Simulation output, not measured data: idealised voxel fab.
Process module, titled voxel self aligned contacts
Shown is cross-section cut, with a width of 280 nm and square cells of size 5 nm.
This document writes a cross-section as a grid whose cells are square, and gives it as bands, listed from the top down; one or more rows of cells form a band.
Band entry format. Leading values: height of top, height of bottom, nm. Remainder: materials in left-to-right order, each with its width in nm. Special words: "throughout" on a single material, which then fills the band edge to edge; "blank", empty space.
Basically, 0 is our baseline, since under it the wafer straight out of the box is all one material. The bottom band has no lower end and keeps on going down, so it looks like "0..down".
A width given as "30 to 40" starts at the first number in the band's top row and ends at the second number in its bottom row, shifting by an equal amount at every step from row to row.
Step marked "nothing altered"? Then no cell in the cross-section changed in it.
Under "Enclosed cavity list" you'll find the enclosed gaps, the ones with no way out to the top, that are 8 cells or bigger; each reads width x height at distance, with distance counted from the left edge, everything in nm.
Note: text after step settings on the step line = simulator remark on that step.
The line of a step may include "overlay nm". On a step with a mask, this value is how far to the right of its planned place the mask lay. A negative value means the mask lay to the left.

-- Planned step list for the process
- 1: RECEIVE [material Si]
- 2: CONFORMAL_DEP [material SiO2] [thk nm 5]
- 3: DIRECTIONAL_DEP [material polySi] [thk nm 20]
- 4: DIRECTIONAL_DEP [material SiN] [thk nm 20]
- 5: MASKED_ETCH [tone cover] [mask id GATE] [width nm 25] [pitch nm 55] [etch materials SiN] [depth nm 20] [overlay nm 0]
- 6: MASKED_ETCH [tone cover] [mask id GATE] [width nm 25] [pitch nm 55] [etch materials polySi] [depth nm 20] [overlay nm -15]
- 7: CONFORMAL_DEP [material SiN] [thk nm 5]
- 8: DIRECTIONAL_ETCH [etch materials SiN] [depth nm 5]
- 9: FILL_DEP [material SiO2] [thk nm 15]
- 10: CMP [height nm 50]
- 11: MASKED_ETCH [tone open] [mask id CONTACT] [width nm 40] [pitch nm 55] [etch materials SiO2] [depth nm 50] [overlay nm 0]
- 12: CONFORMAL_DEP [material TiN] [thk nm 5]
- 13: FILL_DEP [material W] [thk nm 5]
- 14: CMP [height nm 50]
- 15: CONFORMAL_DEP [material SiCN] [thk nm 5]
Heads up: all these wafers start the same, and what changes between them is the overlay nm in step 6. The value you see in the plan is just what the first wafer got.

-- So this is the first of several wafers, cross-sectioned as it came to us, meaning it's at the end of step 1
	0..down = Si throughout
	Enclosed cavity list: none

-- Here's the first of several wafers in cross-section, end of the module, after the last step, step 15
	55..50 = SiCN throughout
	50..45 = 90 nm SiO2; 15 nm TiN; 10 nm W; 15 nm TiN; 15 nm SiO2; 15 nm TiN; 10 nm W; 15 nm TiN; 95 nm SiO2
	45..30 = 65 nm SiO2; 35 nm SiN; 5 nm TiN; 10 nm W; 5 nm TiN; 35 nm SiN; 5 nm TiN; 10 nm W; 5 nm TiN; 35 nm SiN; 70 nm SiO2
	30..25 = 65 nm SiO2; 35 nm SiN; 20 nm TiN; 35 nm SiN; 20 nm TiN; 35 nm SiN; 70 nm SiO2
	25..5 = 50 nm SiO2; 5 nm SiN; 40 nm polySi; 5 nm SiN; 5 nm TiN; 5 nm SiN; 40 nm polySi; 5 nm SiN; 5 nm TiN; 5 nm SiN; 40 nm polySi; 5 nm SiN; 70 nm SiO2
	5..0 = 100 nm SiO2; 5 nm TiN; 50 nm SiO2; 5 nm TiN; 120 nm SiO2
	0..down = Si throughout
	Enclosed cavity list: none

-- Cross-section, module end, final of several wafers
	55..50 = SiCN throughout
	50..45 = 90 nm SiO2; 15 nm TiN; 10 nm W; 15 nm TiN; 15 nm SiO2; 15 nm TiN; 10 nm W; 15 nm TiN; 95 nm SiO2
	45..30 = 65 nm SiO2; 35 nm SiN; 5 nm TiN; 10 nm W; 5 nm TiN; 35 nm SiN; 5 nm TiN; 10 nm W; 5 nm TiN; 35 nm SiN; 70 nm SiO2
	30..25 = 65 nm SiO2; 35 nm SiN; 20 nm TiN; 35 nm SiN; 20 nm TiN; 35 nm SiN; 70 nm SiO2
	25..5 = 65 nm SiO2; 5 nm SiN; 40 nm polySi; 5 nm SiN; 5 nm TiN; 5 nm SiN; 40 nm polySi; 5 nm SiN; 5 nm TiN; 5 nm SiN; 40 nm polySi; 5 nm SiN; 55 nm SiO2
	5..0 = 115 nm SiO2; 5 nm TiN; 50 nm SiO2; 5 nm TiN; 105 nm SiO2
	0..down = Si throughout
	Enclosed cavity list: none

-- What follows is a table in which each wafer occupies a row; for the wafer as it stands at the close of the module, the row states, material by material, how many cells have been gained (+) or lost (-) since receipt, and then gives its closed voids
overlay nm -15 | +56 SiCN | +108 SiN | +298 SiO2 | +42 TiN | +16 W | +96 polySi | Enclosed cavity list: none
overlay nm -10 | +56 SiCN | +108 SiN | +300 SiO2 | +52 TiN | +16 W | +84 polySi | Enclosed cavity list: none
overlay nm -5 | +56 SiCN | +108 SiN | +302 SiO2 | +52 TiN | +26 W | +72 polySi | Enclosed cavity list: none
overlay nm 0 | +56 SiCN | +108 SiN | +304 SiO2 | +52 TiN | +36 W | +60 polySi | Enclosed cavity list: none
overlay nm 5 | +56 SiCN | +108 SiN | +302 SiO2 | +52 TiN | +26 W | +72 polySi | Enclosed cavity list: none
overlay nm 10 | +56 SiCN | +108 SiN | +300 SiO2 | +52 TiN | +16 W | +84 polySi | Enclosed cavity list: none
overlay nm 15 | +56 SiCN | +108 SiN | +298 SiO2 | +42 TiN | +16 W | +96 polySi | Enclosed cavity list: none
